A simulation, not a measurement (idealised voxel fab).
Process module in this document: voxel lift off
Pictured: cross-section cut, 155 nm wide, on a grid of 5 nm square cells.
How to read a cross-section here: the picture is a grid of square cells, written as bands going from the top down, and any band can span one or more rows of cells. It is stipulated that each band's entry specify, in nanometres, the height of the top of the band and then that of its bottom, followed by the materials of the band in left-to-right sequence, each together with its width in nanometres. A single material marked by the word "edge to edge" is understood to fill the band from edge to edge; the word "blank" is understood to denote empty space. Height reference: 0 = level under which incoming wafer is all one material. Lowest band: no bottom, runs on downward, e.g. "0 down". So if you see something like "30->40" for the width, read it as the top row of the band sitting at the first number and the bottom row at the second, with every row in between moving by the same amount as the last. For the purposes of this document, the phrase "all unchanged" attached to a step denotes that no cell within the cross-section was modified by that step. "Closed void inventory" specifies each empty space that is not open to the top and that occupies no fewer than 8 cells, using the form width x height at distance, the distance measured from the left edge and all three quantities in nm. Heads up: the bit after the settings on a step's line is the simulator's remark on that step. overlay nm: mask right of planned place by this much (step with mask). Neg. = left.

The following list gives the planned process steps:
1 RECEIVE: material Si
2 CONFORMAL_DEP: material SiN, thk nm 10
3 PATTERN: tone open, mask id LINES, material resist, width nm 15, pitch nm 35, thk nm 25, overlay nm 0
4 DIRECTIONAL_DEP: material Ru, thk nm 15
5 STRIP: etch materials resist
6 CONFORMAL_DEP: material SiCN, thk nm 10

First of two wafers, with the run carried out as planned:

Cross-section of the wafer upon arrival, representing the state reached after step 1:
  0 down: Si edge to edge
  Closed void inventory: none

Once step 2 is through, the wafer looks like this in cross-section:
  10 to 0: SiN edge to edge
  Heights below 0 show no change.

Once step 3 is through, the wafer looks like this in cross-section:
  35 to 10: resist 15, then blank 15, then resist 20, then blank 15, then resist 20, then blank 15, then resist 20, then blank 15, then resist 20
  Heights below 10 show no change.

Once step 4 is through, the wafer looks like this in cross-section:
  50 to 35: Ru 15, then blank 15, then Ru 20, then blank 15, then Ru 20, then blank 15, then Ru 20, then blank 15, then Ru 20
  35 to 25: resist 15, then blank 15, then resist 20, then blank 15, then resist 20, then blank 15, then resist 20, then blank 15, then resist 20
  25 to 10: resist 15, then Ru 15, then resist 20, then Ru 15, then resist 20, then Ru 15, then resist 20, then Ru 15, then resist 20
  Heights below 10 show no change.

Once step 5 is through, the wafer looks like this in cross-section:
  25 to 10: blank 15, then Ru 15, then blank 20, then Ru 15, then blank 20, then Ru 15, then blank 20, then Ru 15, then blank 20
  Heights below 10 show no change.

Once step 6 is through, the wafer looks like this in cross-section:
  35 to 25: blank 5, then SiCN 140, then blank 10
  25 to 20: blank 5, then SiCN 10, then Ru 15, then SiCN 20, then Ru 15, then SiCN 20, then Ru 15, then SiCN 20, then Ru 15, then SiCN 10, then blank 10
  20 to 10: SiCN 15, then Ru 15, then SiCN 20, then Ru 15, then SiCN 20, then Ru 15, then SiCN 20, then Ru 15, then SiCN 20
  Heights below 10 show no change.

Wafer two. Identical start, identical plan. One mistake in execution. Identical history through step 1:

Second wafer profile in section, at the moment step 2 of the plan was meant to be complete:
  10 to 0: Ru edge to edge
  Heights below 0 show no change.

Second wafer profile in section, at the moment step 3 of the plan was meant to be complete:
  35 to 10: resist 15, then blank 15, then resist 20, then blank 15, then resist 20, then blank 15, then resist 20, then blank 15, then resist 20
  Heights below 10 show no change.

Second wafer profile in section, at the moment step 4 of the plan was meant to be complete:
  50 to 35: Ru 15, then blank 15, then Ru 20, then blank 15, then Ru 20, then blank 15, then Ru 20, then blank 15, then Ru 20
  35 to 25: resist 15, then blank 15, then resist 20, then blank 15, then resist 20, then blank 15, then resist 20, then blank 15, then resist 20
  25 to 10: resist 15, then Ru 15, then resist 20, then Ru 15, then resist 20, then Ru 15, then resist 20, then Ru 15, then resist 20
  Heights below 10 show no change.

Second wafer profile in section, at the moment step 5 of the plan was meant to be complete:
  25 to 10: blank 15, then Ru 15, then blank 20, then Ru 15, then blank 20, then Ru 15, then blank 20, then Ru 15, then blank 20
  Heights below 10 show no change.

Second wafer profile in section, at the moment step 6 of the plan was meant to be complete:
  35 to 25: blank 5, then SiCN 140, then blank 10
  25 to 20: blank 5, then SiCN 10, then Ru 15, then SiCN 20, then Ru 15, then SiCN 20, then Ru 15, then SiCN 20, then Ru 15, then SiCN 10, then blank 10
  20 to 10: SiCN 15, then Ru 15, then SiCN 20, then Ru 15, then SiCN 20, then Ru 15, then SiCN 20, then Ru 15, then SiCN 20
  Heights below 10 show no change.
Error vs. plan: step 2 was processed under conditions differing from the plan, specifically as CONFORMAL_DEP: material Ru, thk nm 10
At the finish, the second wafer shows more or fewer cells for some materials than the first does: Ru +62, SiN -62
